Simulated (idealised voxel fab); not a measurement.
The process module presented herein is designated voxel gate over fins.
Square cell edge 5 nm, section width 190 nm, ID cut.
Cross-section format: a grid of square cells, given as bands from top to bottom; each band is one or more rows of cells.
Each band's line starts with the height of the band's top and of its bottom, in nm. Then come its materials from left to right, each with its width in nm. One material with "all across" fills the band from edge to edge. "empty" is empty space.
Heights are expressed relative to 0, this being the level below which the as-received wafer comprises one material exclusively. The lowest band is unbounded in the downward direction and is denoted as in "0 -> down".
Per-row width for "30..40": begins at first number (top row of band), ends at second number (bottom row), increment between rows held constant.
"remained the same" -> step changed no cross-section cell.
For the entry "Listed closed voids", the listed items are empty spaces with no open way to the top whose size is 8 cells or more; each item follows the pattern width x height at distance, where distance is from the left edge and all three are in nm.
Anything after a step's settings on that line? It's the simulator's own note about the step.
"overlay nm" on a masked step: distance the mask lay right of its planned place, negative for left.

# Listed below are the process steps as planned
1. RECEIVE with material Si
2. CONFORMAL_DEP with material SiN, thk nm 5
3. MASKED_ETCH with tone cover, mask id FINS, width nm 15, pitch nm 50, etch materials SiN, depth nm 5, overlay nm 0
4. MASKED_ETCH with tone cover, mask id FINS, width nm 15, pitch nm 50, etch materials Si, depth nm 30, overlay nm 0
5. FILL_DEP with material SiO2, thk nm 5
6. CMP with height nm 5
7. DIRECTIONAL_DEP with material aC, thk nm 15
8. PATTERN with tone open, mask id RAIL, material resist, width nm 15, thk nm 30, overlay nm 0
9. DIRECTIONAL_ETCH with etch materials aC, depth nm 15
10. STRIP with etch materials resist
11. DIRECTIONAL_ETCH with etch materials SiO2, depth nm 30
12. STRIP with etch materials aC
13. CONFORMAL_DEP with material TiN, thk nm 5
14. FILL_DEP with material W, thk nm 5
15. CMP with height nm 5
16. SELECTIVE_ETCH with etch materials W Ru TiN, depth nm 25
17. FILL_DEP with material SiO2, thk nm 5
18. CMP with height nm 5
19. SELECTIVE_ETCH with etch materials SiO2, depth nm 15
20. STRIP with etch materials SiN
21. CONFORMAL_DEP with material HfO2, thk nm 5
22. CONFORMAL_DEP with material TiN, thk nm 5
23. FILL_DEP with material W, thk nm 15
24. CMP with height nm 20
25. CONFORMAL_DEP with material SiCN, thk nm 5

# First of two wafers, processed according to plan

# Incoming wafer, cross-sectional view, post step 1
    0 -> down = Si all across
    Listed closed voids: none

# Cross-section of the wafer after step 2
    5 -> 0 = SiN all across
    Everything below 0 is unchanged.

# Cross-section of the wafer after step 3
    5 -> 0 = empty 35 nm; SiN 15 nm; empty 35 nm; SiN 15 nm; empty 35 nm; SiN 15 nm; empty 40 nm
    Everything below 0 is unchanged.

# Cross-section of the wafer after step 4
    5 -> 0 = empty 35 nm; SiN 15 nm; empty 35 nm; SiN 15 nm; empty 35 nm; SiN 15 nm; empty 40 nm
    0 -> -30 = empty 35 nm; Si 15 nm; empty 35 nm; Si 15 nm; empty 35 nm; Si 15 nm; empty 40 nm
    Everything below -30 is unchanged.

# Cross-section of the wafer after step 5
    10 -> 5 = SiO2 all across
    5 -> 0 = SiO2 35 nm; SiN 15 nm; SiO2 35 nm; SiN 15 nm; SiO2 35 nm; SiN 15 nm; SiO2 40 nm
    0 -> -30 = SiO2 35 nm; Si 15 nm; SiO2 35 nm; Si 15 nm; SiO2 35 nm; Si 15 nm; SiO2 40 nm
    Everything below -30 is unchanged.

# Cross-section of the wafer after step 6
    5 -> 0 = SiO2 35 nm; SiN 15 nm; SiO2 35 nm; SiN 15 nm; SiO2 35 nm; SiN 15 nm; SiO2 40 nm
    Everything below 0 is unchanged.

# Cross-section of the wafer after step 7
    20 -> 5 = aC all across
    Everything below 5 is unchanged.

# Cross-section of the wafer after step 8
    50 -> 20 = resist 60 nm; empty 15 nm; resist 115 nm
    Everything below 20 is unchanged.

# Cross-section of the wafer after step 9
    35 -> 20 = resist 60 nm; empty 15 nm; resist 115 nm
    20 -> 5 = aC 60 nm; empty 15 nm; aC 115 nm
    Everything below 5 is unchanged.

# Cross-section of the wafer after step 10
    20 -> 5 = aC 60 nm; empty 15 nm; aC 115 nm
    Everything below 5 is unchanged.

# Cross-section of the wafer after step 11
    20 -> 5 = aC 60 nm; empty 15 nm; aC 115 nm
    5 -> 0 = SiO2 35 nm; SiN 15 nm; SiO2 10 nm; empty 15 nm; SiO2 10 nm; SiN 15 nm; SiO2 35 nm; SiN 15 nm; SiO2 40 nm
    0 -> -25 = SiO2 35 nm; Si 15 nm; SiO2 10 nm; empty 15 nm; SiO2 10 nm; Si 15 nm; SiO2 35 nm; Si 15 nm; SiO2 40 nm
    Everything below -25 is unchanged.

# Cross-section of the wafer after step 12
    5 -> 0 = SiO2 35 nm; SiN 15 nm; SiO2 10 nm; empty 15 nm; SiO2 10 nm; SiN 15 nm; SiO2 35 nm; SiN 15 nm; SiO2 40 nm
    Everything below 0 is unchanged.

# Cross-section of the wafer after step 13
    10 -> 5 = TiN 65 nm; empty 5 nm; TiN 120 nm
    5 -> 0 = SiO2 35 nm; SiN 15 nm; SiO2 10 nm; TiN 5 nm; empty 5 nm; TiN 5 nm; SiO2 10 nm; SiN 15 nm; SiO2 35 nm; SiN 15 nm; SiO2 40 nm
    0 -> -20 = SiO2 35 nm; Si 15 nm; SiO2 10 nm; TiN 5 nm; empty 5 nm; TiN 5 nm; SiO2 10 nm; Si 15 nm; SiO2 35 nm; Si 15 nm; SiO2 40 nm
    -20 -> -25 = SiO2 35 nm; Si 15 nm; SiO2 10 nm; TiN 15 nm; SiO2 10 nm; Si 15 nm; SiO2 35 nm; Si 15 nm; SiO2 40 nm
    Everything below -25 is unchanged.

# Cross-section of the wafer after step 14
    15 -> 10 = W all across
    10 -> 5 = TiN 65 nm; W 5 nm; TiN 120 nm
    5 -> 0 = SiO2 35 nm; SiN 15 nm; SiO2 10 nm; TiN 5 nm; W 5 nm; TiN 5 nm; SiO2 10 nm; SiN 15 nm; SiO2 35 nm; SiN 15 nm; SiO2 40 nm
    0 -> -20 = SiO2 35 nm; Si 15 nm; SiO2 10 nm; TiN 5 nm; W 5 nm; TiN 5 nm; SiO2 10 nm; Si 15 nm; SiO2 35 nm; Si 15 nm; SiO2 40 nm
    Everything below -20 is unchanged.

# Cross-section of the wafer after step 15
    5 -> 0 = SiO2 35 nm; SiN 15 nm; SiO2 10 nm; TiN 5 nm; W 5 nm; TiN 5 nm; SiO2 10 nm; SiN 15 nm; SiO2 35 nm; SiN 15 nm; SiO2 40 nm
    Everything below 0 is unchanged.

# Cross-section of the wafer after step 16
    5 -> 0 = SiO2 35 nm; SiN 15 nm; SiO2 10 nm; empty 15 nm; SiO2 10 nm; SiN 15 nm; SiO2 35 nm; SiN 15 nm; SiO2 40 nm
    0 -> -20 = SiO2 35 nm; Si 15 nm; SiO2 10 nm; empty 15 nm; SiO2 10 nm; Si 15 nm; SiO2 35 nm; Si 15 nm; SiO2 40 nm
    Everything below -20 is unchanged.

# Cross-section of the wafer after step 17
    10 -> 5 = SiO2 all across
    5 -> 0 = SiO2 35 nm; SiN 15 nm; SiO2 35 nm; SiN 15 nm; SiO2 35 nm; SiN 15 nm; SiO2 40 nm
    0 -> -20 = SiO2 35 nm; Si 15 nm; SiO2 35 nm; Si 15 nm; SiO2 35 nm; Si 15 nm; SiO2 40 nm
    Everything below -20 is unchanged.

# Cross-section of the wafer after step 18
    5 -> 0 = SiO2 35 nm; SiN 15 nm; SiO2 35 nm; SiN 15 nm; SiO2 35 nm; SiN 15 nm; SiO2 40 nm
    Everything below 0 is unchanged.

# Cross-section of the wafer after step 19
    5 -> 0 = empty 35 nm; SiN 15 nm; empty 35 nm; SiN 15 nm; empty 35 nm; SiN 15 nm; empty 40 nm
    0 -> -10 = empty 35 nm; Si 15 nm; empty 35 nm; Si 15 nm; empty 35 nm; Si 15 nm; empty 40 nm
    Everything below -10 is unchanged.

# Cross-section of the wafer after step 20
    0 -> -10 = empty 35 nm; Si 15 nm; empty 35 nm; Si 15 nm; empty 35 nm; Si 15 nm; empty 40 nm
    Everything below -10 is unchanged.

# Cross-section of the wafer after step 21
    5 -> 0 = empty 30 nm; HfO2 25 nm; empty 25 nm; HfO2 25 nm; empty 25 nm; HfO2 25 nm; empty 35 nm
    0 -> -5 = empty 30 nm; HfO2 5 nm; Si 15 nm; HfO2 5 nm; empty 25 nm; HfO2 5 nm; Si 15 nm; HfO2 5 nm; empty 25 nm; HfO2 5 nm; Si 15 nm; HfO2 5 nm; empty 35 nm
    -5 -> -10 = HfO2 35 nm; Si 15 nm; HfO2 35 nm; Si 15 nm; HfO2 35 nm; Si 15 nm; HfO2 40 nm
    Everything below -10 is unchanged.

# Cross-section of the wafer after step 22
    10 -> 5 = empty 25 nm; TiN 35 nm; empty 15 nm; TiN 35 nm; empty 15 nm; TiN 35 nm; empty 30 nm
    5 -> 0 = empty 25 nm; TiN 5 nm; HfO2 25 nm; TiN 5 nm; empty 15 nm; TiN 5 nm; HfO2 25 nm; TiN 5 nm; empty 15 nm; TiN 5 nm; HfO2 25 nm; TiN 5 nm; empty 30 nm
    0 -> -5 = TiN 30 nm; HfO2 5 nm; Si 15 nm; HfO2 5 nm; TiN 25 nm; HfO2 5 nm; Si 15 nm; HfO2 5 nm; TiN 25 nm; HfO2 5 nm; Si 15 nm; HfO2 5 nm; TiN 35 nm
    Everything below -5 is unchanged.

# Cross-section of the wafer after step 23
    25 -> 10 = W all across
    10 -> 5 = W 25 nm; TiN 35 nm; W 15 nm; TiN 35 nm; W 15 nm; TiN 35 nm; W 30 nm
    5 -> 0 = W 25 nm; TiN 5 nm; HfO2 25 nm; TiN 5 nm; W 15 nm; TiN 5 nm; HfO2 25 nm; TiN 5 nm; W 15 nm; TiN 5 nm; HfO2 25 nm; TiN 5 nm; W 30 nm
    Everything below 0 is unchanged.

# Cross-section of the wafer after step 24
    20 -> 10 = W all across
    Everything below 10 is unchanged.

# Cross-section of the wafer after step 25
    25 -> 20 = SiCN all across
    Everything below 20 is unchanged.

# Okay, second wafer. Nothing different at the start, nothing different in the plan, just one mistake somewhere in the running. As far as step 9, counting that step, it's the first wafer all over again

# Second wafer: cross-section at the scheduled end of step 10
    35 -> 20 = resist 60 nm; empty 15 nm; resist 115 nm
    20 -> 5 = aC 60 nm; empty 15 nm; aC 115 nm
    5 -> 0 = SiO2 35 nm; SiN 15 nm; empty 35 nm; SiN 15 nm; SiO2 35 nm; SiN 15 nm; SiO2 40 nm
    0 -> -30 = SiO2 35 nm; Si 15 nm; empty 35 nm; Si 15 nm; SiO2 35 nm; Si 15 nm; SiO2 40 nm
    Everything below -30 is unchanged.

Second wafer: cross-section at the scheduled end of step 11: remained the same

# Second wafer: cross-section at the scheduled end of step 12
    5 -> 0 = SiO2 35 nm; SiN 15 nm; empty 35 nm; SiN 15 nm; SiO2 35 nm; SiN 15 nm; SiO2 40 nm
    Everything below 0 is unchanged.

# Second wafer: cross-section at the scheduled end of step 13
    10 -> 5 = TiN 55 nm; empty 25 nm; TiN 110 nm
    5 -> 0 = SiO2 35 nm; SiN 15 nm; TiN 5 nm; empty 25 nm; TiN 5 nm; SiN 15 nm; SiO2 35 nm; SiN 15 nm; SiO2 40 nm
    0 -> -25 = SiO2 35 nm; Si 15 nm; TiN 5 nm; empty 25 nm; TiN 5 nm; Si 15 nm; SiO2 35 nm; Si 15 nm; SiO2 40 nm
    -25 -> -30 = SiO2 35 nm; Si 15 nm; TiN 35 nm; Si 15 nm; SiO2 35 nm; Si 15 nm; SiO2 40 nm
    Everything below -30 is unchanged.

# Second wafer: cross-section at the scheduled end of step 14
    15 -> 10 = W all across
    10 -> 5 = TiN 55 nm; W 25 nm; TiN 110 nm
    5 -> 0 = SiO2 35 nm; SiN 15 nm; TiN 5 nm; W 25 nm; TiN 5 nm; SiN 15 nm; SiO2 35 nm; SiN 15 nm; SiO2 40 nm
    0 -> -25 = SiO2 35 nm; Si 15 nm; TiN 5 nm; W 25 nm; TiN 5 nm; Si 15 nm; SiO2 35 nm; Si 15 nm; SiO2 40 nm
    Everything below -25 is unchanged.

# Second wafer: cross-section at the scheduled end of step 15
    5 -> 0 = SiO2 35 nm; SiN 15 nm; TiN 5 nm; W 25 nm; TiN 5 nm; SiN 15 nm; SiO2 35 nm; SiN 15 nm; SiO2 40 nm
    Everything below 0 is unchanged.

# Second wafer: cross-section at the scheduled end of step 16
    5 -> 0 = SiO2 35 nm; SiN 15 nm; empty 35 nm; SiN 15 nm; SiO2 35 nm; SiN 15 nm; SiO2 40 nm
    0 -> -20 = SiO2 35 nm; Si 15 nm; empty 35 nm; Si 15 nm; SiO2 35 nm; Si 15 nm; SiO2 40 nm
    Everything below -20 is unchanged.

# Second wafer: cross-section at the scheduled end of step 17
    10 -> 5 = SiO2 all across
    5 -> 0 = SiO2 35 nm; SiN 15 nm; SiO2 35 nm; SiN 15 nm; SiO2 35 nm; SiN 15 nm; SiO2 40 nm
    0 -> -20 = SiO2 35 nm; Si 15 nm; SiO2 35 nm; Si 15 nm; SiO2 35 nm; Si 15 nm; SiO2 40 nm
    Everything below -20 is unchanged.

# Second wafer: cross-section at the scheduled end of step 18
    5 -> 0 = SiO2 35 nm; SiN 15 nm; SiO2 35 nm; SiN 15 nm; SiO2 35 nm; SiN 15 nm; SiO2 40 nm
    Everything below 0 is unchanged.

# Second wafer: cross-section at the scheduled end of step 19
    5 -> 0 = empty 35 nm; SiN 15 nm; empty 35 nm; SiN 15 nm; empty 35 nm; SiN 15 nm; empty 40 nm
    0 -> -10 = empty 35 nm; Si 15 nm; empty 35 nm; Si 15 nm; empty 35 nm; Si 15 nm; empty 40 nm
    Everything below -10 is unchanged.

# Second wafer: cross-section at the scheduled end of step 20
    0 -> -10 = empty 35 nm; Si 15 nm; empty 35 nm; Si 15 nm; empty 35 nm; Si 15 nm; empty 40 nm
    Everything below -10 is unchanged.

# Second wafer: cross-section at the scheduled end of step 21
    5 -> 0 = empty 30 nm; HfO2 25 nm; empty 25 nm; HfO2 25 nm; empty 25 nm; HfO2 25 nm; empty 35 nm
    0 -> -5 = empty 30 nm; HfO2 5 nm; Si 15 nm; HfO2 5 nm; empty 25 nm; HfO2 5 nm; Si 15 nm; HfO2 5 nm; empty 25 nm; HfO2 5 nm; Si 15 nm; HfO2 5 nm; empty 35 nm
    -5 -> -10 = HfO2 35 nm; Si 15 nm; HfO2 35 nm; Si 15 nm; HfO2 35 nm; Si 15 nm; HfO2 40 nm
    Everything below -10 is unchanged.

# Second wafer: cross-section at the scheduled end of step 22
    10 -> 5 = empty 25 nm; TiN 35 nm; empty 15 nm; TiN 35 nm; empty 15 nm; TiN 35 nm; empty 30 nm
    5 -> 0 = empty 25 nm; TiN 5 nm; HfO2 25 nm; TiN 5 nm; empty 15 nm; TiN 5 nm; HfO2 25 nm; TiN 5 nm; empty 15 nm; TiN 5 nm; HfO2 25 nm; TiN 5 nm; empty 30 nm
    0 -> -5 = TiN 30 nm; HfO2 5 nm; Si 15 nm; HfO2 5 nm; TiN 25 nm; HfO2 5 nm; Si 15 nm; HfO2 5 nm; TiN 25 nm; HfO2 5 nm; Si 15 nm; HfO2 5 nm; TiN 35 nm
    Everything below -5 is unchanged.

# Second wafer: cross-section at the scheduled end of step 23
    25 -> 10 = W all across
    10 -> 5 = W 25 nm; TiN 35 nm; W 15 nm; TiN 35 nm; W 15 nm; TiN 35 nm; W 30 nm
    5 -> 0 = W 25 nm; TiN 5 nm; HfO2 25 nm; TiN 5 nm; W 15 nm; TiN 5 nm; HfO2 25 nm; TiN 5 nm; W 15 nm; TiN 5 nm; HfO2 25 nm; TiN 5 nm; W 30 nm
    Everything below 0 is unchanged.

# Second wafer: cross-section at the scheduled end of step 24
    20 -> 10 = W all across
    Everything below 10 is unchanged.

# Second wafer: cross-section at the scheduled end of step 25
    25 -> 20 = SiCN all across
    Everything below 20 is unchanged.
Misprocessing identified: note that step 10 departed from the planned setting and was carried out as STRIP with etch materials SiO2
Heads up, by the end the second wafer has more or fewer cells of some materials compared to the first: -11 SiO2 | +6 TiN | +5 W
